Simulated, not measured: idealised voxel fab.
Documented hereafter: the process module known as voxel transistor to metal.
For reference, the cross-section in this document is cut, with width 190 nm and square cells of 5 nm.
Format of a cross-section: grid, square cells. Given as bands. Order: top down. Band: one or more rows of cells.
Basically the band line says how high the top is and how high the bottom is, in nm, and then what's in it from left to right, every material with its width in nm. Empty space shows up as "air", and if a single material carries "edge to edge" it runs the full band edge to edge.
Heights from 0 (as-received wafer is one material below). Bottom band endless downward, as "z 0 and below".
A width such as "30 to 40" changes by the same amount from each row of cells to the next, from the band's top row to its bottom row.
What does "stayed the same" mean for a step? It means no cell of the cross-section changed in that step.
"Non-vented voids" contains a list of empty spaces, each no smaller than 8 cells and without an open way to the top, written in the form width x height at distance with the distance from the left edge and all three in nm.
Whatever follows a step's settings on its line is a remark the simulator itself makes about that step.
A step line may carry the setting "overlay nm", which, for steps involving a mask, states the distance by which the mask lay to the right of its intended position; negative values denote displacement to the left.
# Steps in the process plan
1,RECEIVE: material Si
2,OXIDIZE: depth nm 5
3,CONFORMAL_DEP: material SiN, thk nm 10
4,PATTERN: tone cover, mask id ACTIVE, material resist, width nm 120, thk nm 20, overlay nm 0
5,DIRECTIONAL_ETCH: etch materials SiN, depth nm 10
6,DIRECTIONAL_ETCH: etch materials SiO2, depth nm 5
7,DIRECTIONAL_ETCH: etch materials Si, depth nm 20
8,STRIP: etch materials resist
9,FILL_DEP: material SiO2, thk nm 15
10,CMP: height nm 10
11,SELECTIVE_ETCH: etch materials SiO2, depth nm 5
12,STRIP: etch materials SiN
13,SELECTIVE_ETCH: etch materials SiO2, depth nm 5
14,OXIDIZE: depth nm 5
15,DIRECTIONAL_DEP: material polySi, thk nm 20
16,DIRECTIONAL_DEP: material SiCN, thk nm 10
17,DIRECTIONAL_DEP: material aC, thk nm 15
18,PATTERN: tone cover, mask id GATE, material resist, width nm 30, thk nm 30, overlay nm 0
19,DIRECTIONAL_ETCH: etch materials aC, depth nm 15
20,STRIP: etch materials resist
21,DIRECTIONAL_ETCH: etch materials SiCN, depth nm 20
22,DIRECTIONAL_ETCH: etch materials polySi, depth nm 30
23,STRIP: etch materials aC
24,CONFORMAL_DEP: material SiN, thk nm 5
25,DIRECTIONAL_ETCH: etch materials SiN, depth nm 5
26,DIRECTIONAL_ETCH: etch materials SiO2, depth nm 5
27,DIRECTIONAL_ETCH: etch materials Si, depth nm 10
28,EPI: material pSi, thk nm 10
29,FILL_DEP: material SiO2, thk nm 5
30,CMP: height nm 15
31,STRIP: etch materials polySi
32,SELECTIVE_ETCH: etch materials SiO2, depth nm 5
33,CONFORMAL_DEP: material HfO2, thk nm 5
34,CONFORMAL_DEP: material TiN, thk nm 5
35,FILL_DEP: material W, thk nm 5
36,CMP: height nm 10
37,DIRECTIONAL_DEP: material SiO2, thk nm 10
38,PATTERN: tone open, mask id CONTACT, material resist, width nm 15, pitch nm 85, thk nm 20, overlay nm 0
39,DIRECTIONAL_ETCH: etch materials SiO2, depth nm 30
40,STRIP: etch materials resist
41,CONFORMAL_DEP: material TiN, thk nm 5
42,FILL_DEP: material W, thk nm 5
43,CMP: height nm 20
44,CONFORMAL_DEP: material SiCN, thk nm 5
45,DIRECTIONAL_DEP: material SiO2, thk nm 15
46,PATTERN: tone open, mask id METAL_1, material resist, width nm 15, pitch nm 85, thk nm 20, overlay nm 0
47,DIRECTIONAL_ETCH: etch materials SiO2, depth nm 15
48,DIRECTIONAL_ETCH: etch materials SiCN, depth nm 5
49,STRIP: etch materials resist
50,CONFORMAL_DEP: material TiN, thk nm 5
51,FILL_DEP: material W, thk nm 5
52,CMP: height nm 40
53,CONFORMAL_DEP: material SiCN, thk nm 5
54,DIRECTIONAL_DEP: material lowk, thk nm 25
55,DIRECTIONAL_DEP: material aC, thk nm 15
56,PATTERN: tone open, mask id METAL_2, material resist, width nm 15, pitch nm 85, thk nm 30, overlay nm 0
57,DIRECTIONAL_ETCH: etch materials aC, depth nm 15
58,STRIP: etch materials resist
59,DIRECTIONAL_ETCH: etch materials lowk, depth nm 15
60,STRIP: etch materials aC
61,PATTERN: tone open, mask id METAL_2_HOLES, material resist, width nm 15, pitch nm 85, thk nm 20, overlay nm 0
62,DIRECTIONAL_ETCH: etch materials lowk, depth nm 10
63,DIRECTIONAL_ETCH: etch materials SiCN, depth nm 5
64,STRIP: etch materials resist
65,CONFORMAL_DEP: material TiN, thk nm 5
66,FILL_DEP: material Cu, thk nm 10
67,CMP: height nm 70
68,CONFORMAL_DEP: material SiN, thk nm 5
# Received-state cross-section, reflecting completion of step 1
z 0 and below = Si edge to edge
Non-vented voids: none
# Looking at the first of two wafers in cross-section at end of module - ran to plan
z 75 to 70 = SiN edge to edge
z 70 to 45 = 45 of lowk  5 of TiN  5 of Cu  5 of TiN  70 of lowk  5 of TiN  5 of Cu  5 of TiN  45 of lowk
z 45 to 40 = 45 of SiCN  15 of TiN  70 of SiCN  15 of TiN  45 of SiCN
z 40 to 25 = 45 of SiO2  5 of TiN  5 of W  5 of TiN  70 of SiO2  5 of TiN  5 of W  5 of TiN  45 of SiO2
z 25 to 20 = 45 of SiCN  15 of TiN  70 of SiCN  15 of TiN  45 of SiCN
z 20 to 10 = 45 of SiO2  5 of TiN  5 of W  5 of TiN  70 of SiO2  5 of TiN  5 of W  5 of TiN  45 of SiO2
z 10 to 0 = 45 of SiO2  5 of TiN  5 of W  5 of TiN  15 of SiO2  5 of SiN  5 of HfO2  5 of TiN  10 of W  5 of TiN  5 of HfO2  5 of SiN  15 of SiO2  5 of TiN  5 of W  5 of TiN  45 of SiO2
z 0 to -5 = 30 of SiO2  5 of SiN  10 of SiO2  5 of TiN  5 of W  5 of TiN  5 of SiO2  10 of pSi  5 of SiN  5 of HfO2  20 of TiN  5 of HfO2  5 of SiN  10 of pSi  5 of SiO2  5 of TiN  5 of W  5 of TiN  10 of SiO2  5 of SiN  30 of SiO2
z -5 to -10 = 45 of SiO2  15 of TiN  5 of SiO2  10 of pSi  40 of HfO2  10 of pSi  5 of SiO2  15 of TiN  45 of SiO2
z -10 to -20 = 35 of SiO2  40 of pSi  40 of Si  40 of pSi  35 of SiO2
z -20 to -25 = 35 of SiO2  120 of Si  35 of SiO2
z -25 and below = Si edge to edge
Non-vented voids: none
# Wafer two cross-section, module end. Start and plan unchanged from wafer one; one mistake made during the run
z 75 to 70 = SiN edge to edge
z 70 to 65 = Cu edge to edge
z 65 to 60 = 50 of TiN  5 of Cu  80 of TiN  5 of Cu  50 of TiN
z 60 to 55 = 45 of lowk  15 of TiN  70 of lowk  15 of TiN  45 of lowk
z 55 to 45 = lowk edge to edge
z 45 to 40 = SiCN edge to edge
z 40 to 25 = 45 of SiO2  5 of TiN  5 of W  5 of TiN  70 of SiO2  5 of TiN  5 of W  5 of TiN  45 of SiO2
z 25 to 20 = 45 of SiCN  15 of TiN  70 of SiCN  15 of TiN  45 of SiCN
z 20 to 10 = 45 of SiO2  5 of TiN  5 of W  5 of TiN  70 of SiO2  5 of TiN  5 of W  5 of TiN  45 of SiO2
z 10 to 0 = 45 of SiO2  5 of TiN  5 of W  5 of TiN  15 of SiO2  5 of SiN  5 of HfO2  5 of TiN  10 of W  5 of TiN  5 of HfO2  5 of SiN  15 of SiO2  5 of TiN  5 of W  5 of TiN  45 of SiO2
z 0 to -5 = 30 of SiO2  5 of SiN  10 of SiO2  5 of TiN  5 of W  5 of TiN  5 of SiO2  10 of pSi  5 of SiN  5 of HfO2  20 of TiN  5 of HfO2  5 of SiN  10 of pSi  5 of SiO2  5 of TiN  5 of W  5 of TiN  10 of SiO2  5 of SiN  30 of SiO2
z -5 to -10 = 45 of SiO2  15 of TiN  5 of SiO2  10 of pSi  40 of HfO2  10 of pSi  5 of SiO2  15 of TiN  45 of SiO2
z -10 to -20 = 35 of SiO2  40 of pSi  40 of Si  40 of pSi  35 of SiO2
z -20 to -25 = 35 of SiO2  120 of Si  35 of SiO2
z -25 and below = Si edge to edge
Non-vented voids: none
In executing the process, a mistake was made relative to the plan: off-plan run, step 61, actual operation and settings PATTERN: tone cover, mask id METAL_2_HOLES, material resist, width nm 15, pitch nm 85, thk nm 20, overlay nm 0
At the finish, the second wafer shows more or fewer cells for some materials than the first does: +30 Cu | +6 SiCN | +16 TiN | -52 lowk
